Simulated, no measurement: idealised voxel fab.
You're looking at the process module voxel wiring stack.
Each square cell in cross-section cut measures 5 nm, and the section as a whole is 165 nm wide.
This document writes a cross-section as a grid whose cells are square, and gives it as bands, listed from the top down; one or more rows of cells form a band.
Within each band entry, the heights of the top and of the bottom of the band appear first, in that order and in nm; the materials of the band then follow from left to right, each with its corresponding width in nm. The designation "all across" on a single material indicates that it fills the band from edge to edge; the designation "air" indicates empty space.
Height is counted from the level 0, under which the received wafer is composed throughout of one material. The lowest of the bands is not closed at the bottom but continues downward, in the notation "0 -> down".
Graded width ("30 to 40"): value in top row of band = first number; value in bottom row = second number; row-to-row change constant.
Basically "nothing different" means that step didn't change any cell in the cross-section.
Enclosed voids (no open way to top), threshold 8 cells or more, entry "Closed void entries", notation width x height at distance, distance from left edge, nm.
It should be noted that, on the line of a given step, the content following the step's settings is a remark produced by the simulator itself with respect to that step.
Regarding "overlay nm": on a step with a mask, it is the distance the mask lay to the right of its planned place; a negative value places it to the left.
## Steps planned for the process
1) op RECEIVE | material Si
2) op CONFORMAL_DEP | material SiO2 | thk nm 10
3) op DIRECTIONAL_DEP | material TiN | thk nm 5
4) op DIRECTIONAL_DEP | material Ru | thk nm 25
5) op DIRECTIONAL_DEP | material aC | thk nm 15
6) op PATTERN | tone cover | mask id METAL_1 | material resist | width nm 25 | pitch nm 45 | thk nm 35 | overlay nm 0
7) op DIRECTIONAL_ETCH | etch materials aC | depth nm 15
8) op STRIP | etch materials resist
9) op DIRECTIONAL_ETCH | etch materials Ru | depth nm 25
10) op DIRECTIONAL_ETCH | etch materials TiN | depth nm 5
11) op STRIP | etch materials aC
12) op FILL_DEP | material SiO2 | thk nm 5
13) op CMP | height nm 40
14) op CONFORMAL_DEP | material SiCN | thk nm 5
15) op DIRECTIONAL_DEP | material SiO2 | thk nm 15
16) op DIRECTIONAL_DEP | material aC | thk nm 10
17) op PATTERN | tone open | mask id PLUG_1 | material resist | width nm 15 | thk nm 30 | overlay nm 0
18) op DIRECTIONAL_ETCH | etch materials aC | depth nm 10
19) op STRIP | etch materials resist
20) op DIRECTIONAL_ETCH | etch materials SiO2 | depth nm 15
21) op DIRECTIONAL_ETCH | etch materials SiCN | depth nm 5
22) op STRIP | etch materials aC
23) op CONFORMAL_DEP | material TiN | thk nm 5
24) op FILL_DEP | material W | thk nm 10
25) op CMP | height nm 60
26) op DIRECTIONAL_DEP | material TiN | thk nm 5
27) op DIRECTIONAL_DEP | material W | thk nm 20
28) op DIRECTIONAL_DEP | material aC | thk nm 10
29) op PATTERN | tone cover | mask id METAL_2 | material resist | width nm 25 | pitch nm 45 | thk nm 30 | overlay nm 0
30) op DIRECTIONAL_ETCH | etch materials aC | depth nm 10
31) op STRIP | etch materials resist
32) op DIRECTIONAL_ETCH | etch materials W | depth nm 20
33) op DIRECTIONAL_ETCH | etch materials TiN | depth nm 5
34) op STRIP | etch materials aC
35) op CONFORMAL_DEP | material SiCN | thk nm 5
36) op FILL_DEP | material SiO2 | thk nm 5
37) op CMP | height nm 85
38) op CONFORMAL_DEP | material SiCN | thk nm 5
## Wafer at receipt (post step 1), cross-section
0 -> down = Si all across
Closed void entries: none
## End-of-module XS, first of two wafers, run as planned
90 -> 85 = SiCN all across
85 -> 65 = SiO2 40 nm / SiCN 5 nm / W 25 nm / SiCN 5 nm / SiO2 10 nm / SiCN 5 nm / W 25 nm / SiCN 5 nm / SiO2 45 nm
65 -> 60 = SiCN 45 nm / TiN 25 nm / SiCN 20 nm / TiN 25 nm / SiCN 50 nm
60 -> 45 = SiO2 45 nm / TiN 5 nm / W 5 nm / TiN 5 nm / SiO2 105 nm
45 -> 40 = SiCN 45 nm / TiN 15 nm / SiCN 105 nm
40 -> 15 = SiO2 45 nm / Ru 25 nm / SiO2 20 nm / Ru 25 nm / SiO2 50 nm
15 -> 10 = SiO2 45 nm / TiN 25 nm / SiO2 20 nm / TiN 25 nm / SiO2 50 nm
10 -> 0 = SiO2 all across
0 -> down = Si all across
Closed void entries: none
## second wafer at the end: like start, like plan, one mistake
90 -> 85 = SiCN all across
85 -> 65 = SiO2 40 nm / SiCN 5 nm / W 25 nm / SiCN 5 nm / SiO2 10 nm / SiCN 5 nm / W 25 nm / SiCN 5 nm / SiO2 45 nm
65 -> 60 = SiCN 45 nm / TiN 25 nm / SiCN 20 nm / TiN 25 nm / SiCN 50 nm
60 -> 45 = SiO2 45 nm / TiN 5 nm / W 5 nm / TiN 5 nm / SiO2 105 nm
45 -> 40 = SiCN 45 nm / TiN 15 nm / SiCN 105 nm
40 -> 15 = SiO2 45 nm / Ru 30 nm / SiO2 15 nm / Ru 30 nm / SiO2 45 nm
15 -> 10 = SiO2 45 nm / TiN 30 nm / SiO2 15 nm / TiN 30 nm / SiO2 45 nm
10 -> 0 = SiO2 all across
0 -> down = Si all across
Closed void entries: none
Where did the run depart from the plan? step 6 was processed under conditions differing from the plan, specifically as op PATTERN | tone cover | mask id METAL_1 | material resist | width nm 30 | pitch nm 45 | thk nm 35 | overlay nm 0
Final comparison by cell count, materials where the second wafer has more or fewer than the first: 10 more of Ru | 12 fewer of SiO2 | 2 more of TiN
